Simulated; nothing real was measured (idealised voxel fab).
Process module in this document: voxel local oxidation
We display cut, a cross-section 165 nm in width whose square cells are each 5 nm.
When this document writes out a cross-section, it uses a grid of square cells and lists it as bands, beginning at the top and moving down, with a band standing for one or more rows of cells. First you get the band's top height and its bottom height, in nm, and then the materials it's made of, left to right, with each width in nm. If you see a single material with "edge to edge", that one covers the band edge to edge. "blank" is empty space. The level at which height equals 0 is the one under which the wafer, as it arrives, is entirely one material. No lower edge exists for the bottom band, which continues downward and is notated as in "0..down". A width given as "30 to 40" starts at the first number in the band's top row and ends at the second number in its bottom row, shifting by an equal amount at every step from row to row. Take "nothing altered" at face value: in the step it is given for, the cross-section changed in none of its cells. The label "Sealed internal voids" introduces a list of the empty spaces, 8 cells or larger, that have no open way up to the top; each entry in it reads width x height at distance, where the distance is taken from the left edge and all three are stated in nm. Anything after a step's settings on that line? It's the simulator's own note about the step. When a step includes a mask, the "overlay nm" setting on its line states how far to the right of its planned place that mask lay, and negative values state how far to the left.
## The steps planned for the process are as follows
| 1 | op RECEIVE | material Si |
| 2 | op OXIDIZE | depth nm 5 |
| 3 | op CONFORMAL_DEP | material SiN | thk nm 10 |
| 4 | op MASKED_ETCH | tone cover | mask id ACTIVE | width nm 110 | etch materials SiN | depth nm 10 | overlay nm 0 |
| 5 | op SELECTIVE_ETCH | etch materials SiO2 | depth nm 5 |
| 6 | op OXIDIZE | depth nm 15 |
| 7 | op STRIP | etch materials SiN |
## Cross-section of the wafer upon arrival, representing the state reached after step 1
  0..down | Si edge to edge
  Sealed internal voids: none
## The plan above was carried out on the starting structure above with one mistake, and this cross-section shows the wafer at the end of the module
  0..-5 | blank 40 nm, then SiO2 80 nm, then blank 45 nm
  -5..-20 | SiO2 55 nm, then Si 50 nm, then SiO2 60 nm
  -20..down | Si edge to edge
  Sealed internal voids: none
Misprocessing identified: the process deviated at step 5: the operation and settings actually run there were op SELECTIVE_ETCH | etch materials SiO2 | depth nm 15
